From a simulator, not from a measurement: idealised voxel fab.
The name of this process module is voxel transistor to metal.
Section shown: cut. Width: 165 nm. Cell size: 5 nm, square.
Throughout this document, each cross-section is represented as a grid of square cells and is presented as a sequence of bands enumerated from the top downward, where a band comprises one or more rows of cells. What a band's entry tells you: where the top is and where the bottom is, as heights in nm, and after that what lies inside, material by material from left to right, each with its width in nm. Empty space is written as the word "air", and a single material marked with the word "edge to edge" occupies the band from edge to edge. Counting heights begins at 0, where everything beneath is, in the wafer as received, one material. The lowest band has no bottom; it goes on downwards, as "0..down" shows. It should be noted that a width expressed as "30 to 40" varies in equal increments from row to row of cells within the band, taking the value of the first number at the top row and that of the second number at the bottom row. "no modifications" for a step: no cell of the cross-section changed in that step. So "Enclosed empty spaces" is basically the list of trapped voids: any empty space of 8 cells or more that can't reach the top through an opening. They're written width x height at distance, the distance being from the left edge, and it's all nm. It should be noted that, on the line of a given step, the content following the step's settings is a remark produced by the simulator itself with respect to that step. overlay nm: on a step with a mask, how far right of its planned place the mask lay; negative means left.

# Process steps (planned)
1 RECEIVE with material Si
2 CONFORMAL_DEP with material SiO2, thk nm 5
3 CONFORMAL_DEP with material SiN, thk nm 15
4 MASKED_ETCH with tone cover, mask id ACTIVE, width nm 115, etch materials SiN, depth nm 15, overlay nm 0
5 MASKED_ETCH with tone cover, mask id ACTIVE, width nm 115, etch materials SiO2, depth nm 5, overlay nm 0
6 MASKED_ETCH with tone cover, mask id ACTIVE, width nm 115, etch materials Si, depth nm 20, overlay nm 0
7 FILL_DEP with material SiO2, thk nm 15
8 CMP with height nm 20
9 SELECTIVE_ETCH with etch materials SiO2, depth nm 5
10 STRIP with etch materials SiN
11 SELECTIVE_ETCH with etch materials SiO2, depth nm 5
12 OXIDIZE with depth nm 5
13 DIRECTIONAL_DEP with material polySi, thk nm 25
14 DIRECTIONAL_DEP with material SiCN, thk nm 10
15 MASKED_ETCH with tone cover, mask id GATE, width nm 15, etch materials SiCN, depth nm 20, overlay nm 0
16 MASKED_ETCH with tone cover, mask id GATE, width nm 15, etch materials polySi, depth nm 35, overlay nm 0
17 CONFORMAL_DEP with material SiO2, thk nm 5
18 DIRECTIONAL_ETCH with etch materials SiO2, depth nm 5
19 CONFORMAL_DEP with material SiN, thk nm 10
20 DIRECTIONAL_ETCH with etch materials SiN, depth nm 10
21 DIRECTIONAL_ETCH with etch materials SiO2, depth nm 5
22 DIRECTIONAL_ETCH with etch materials Si, depth nm 5
23 EPI with material nSi, thk nm 10
24 FILL_DEP with material SiO2, thk nm 10
25 CMP with height nm 35
26 DIRECTIONAL_DEP with material SiO2, thk nm 15
27 PATTERN with tone open, mask id CONTACT, material resist, width nm 20, pitch nm 75, thk nm 20, overlay nm 0
28 DIRECTIONAL_ETCH with etch materials SiO2, depth nm 50
29 STRIP with etch materials resist
30 CONFORMAL_DEP with material TiN, thk nm 5
31 FILL_DEP with material Ru, thk nm 10
32 CMP with height nm 50
33 CONFORMAL_DEP with material SiN, thk nm 5
34 DIRECTIONAL_DEP with material lowk, thk nm 15
35 PATTERN with tone open, mask id METAL_1, material resist, width nm 20, pitch nm 75, thk nm 15, overlay nm 0
36 DIRECTIONAL_ETCH with etch materials lowk, depth nm 15
37 DIRECTIONAL_ETCH with etch materials SiN, depth nm 5
38 STRIP with etch materials resist
39 CONFORMAL_DEP with material TiN, thk nm 5
40 FILL_DEP with material Ru, thk nm 5
41 CMP with height nm 70
42 CONFORMAL_DEP with material SiCN, thk nm 5
43 DIRECTIONAL_DEP with material lowk, thk nm 25
44 MASKED_ETCH with tone open, mask id METAL_2_HOLES, width nm 15, pitch nm 75, etch materials lowk, depth nm 25, overlay nm 0
45 DIRECTIONAL_DEP with material aC, thk nm 10
46 PATTERN with tone open, mask id METAL_2, material resist, width nm 20, pitch nm 75, thk nm 25, overlay nm 0
47 DIRECTIONAL_ETCH with etch materials aC, depth nm 10
48 STRIP with etch materials resist
49 DIRECTIONAL_ETCH with etch materials lowk, depth nm 15
50 DIRECTIONAL_ETCH with etch materials SiCN, depth nm 5
51 STRIP with etch materials aC
52 CONFORMAL_DEP with material TiN, thk nm 5
53 FILL_DEP with material Ru, thk nm 10
54 CMP with height nm 100
55 CONFORMAL_DEP with material SiCN, thk nm 5

# As-received wafer cross-section (after step 1)
- 0..down: Si edge to edge
- Enclosed empty spaces: none

# Below is the wafer in cross-section after the module was completed. It began from the starting point shown above and followed the plan shown above, except that one mistake was made while running it
- 105..100: SiCN edge to edge
- 100..90: lowk=35 | TiN=5 | Ru=10 | TiN=5 | lowk=55 | TiN=5 | Ru=10 | TiN=5 | lowk=35
- 90..85: lowk=35 | TiN=5 | Ru=5 | TiN=10 | lowk=55 | TiN=5 | Ru=5 | TiN=10 | lowk=35
- 85..75: lowk=35 | TiN=5 | Ru=5 | TiN=5 | lowk=60 | TiN=5 | Ru=5 | TiN=5 | lowk=40
- 75..70: SiCN=35 | TiN=15 | SiCN=60 | TiN=15 | SiCN=40
- 70..55: lowk=35 | TiN=5 | Ru=10 | TiN=5 | lowk=55 | TiN=5 | Ru=10 | TiN=5 | lowk=35
- 55..50: SiN=35 | TiN=20 | SiN=55 | TiN=20 | SiN=35
- 50..35: SiO2=35 | TiN=5 | Ru=10 | TiN=5 | SiO2=55 | TiN=5 | Ru=10 | TiN=5 | SiO2=35
- 35..25: SiO2=35 | TiN=5 | Ru=10 | TiN=5 | SiO2=5 | SiN=10 | SiO2=5 | polySi=15 | SiO2=5 | SiN=10 | SiO2=5 | TiN=5 | Ru=10 | TiN=5 | SiO2=35
- 25..20: SiO2=35 | TiN=20 | SiO2=55 | TiN=20 | SiO2=35
- 20..5: SiO2=25 | SiN=115 | SiO2=25
- 5..0: SiO2 edge to edge
- 0..-20: SiO2=25 | Si=115 | SiO2=25
- -20..down: Si edge to edge
- Enclosed empty spaces: none
Plan not followed: step 8 of the plan was bypassed and not carried out
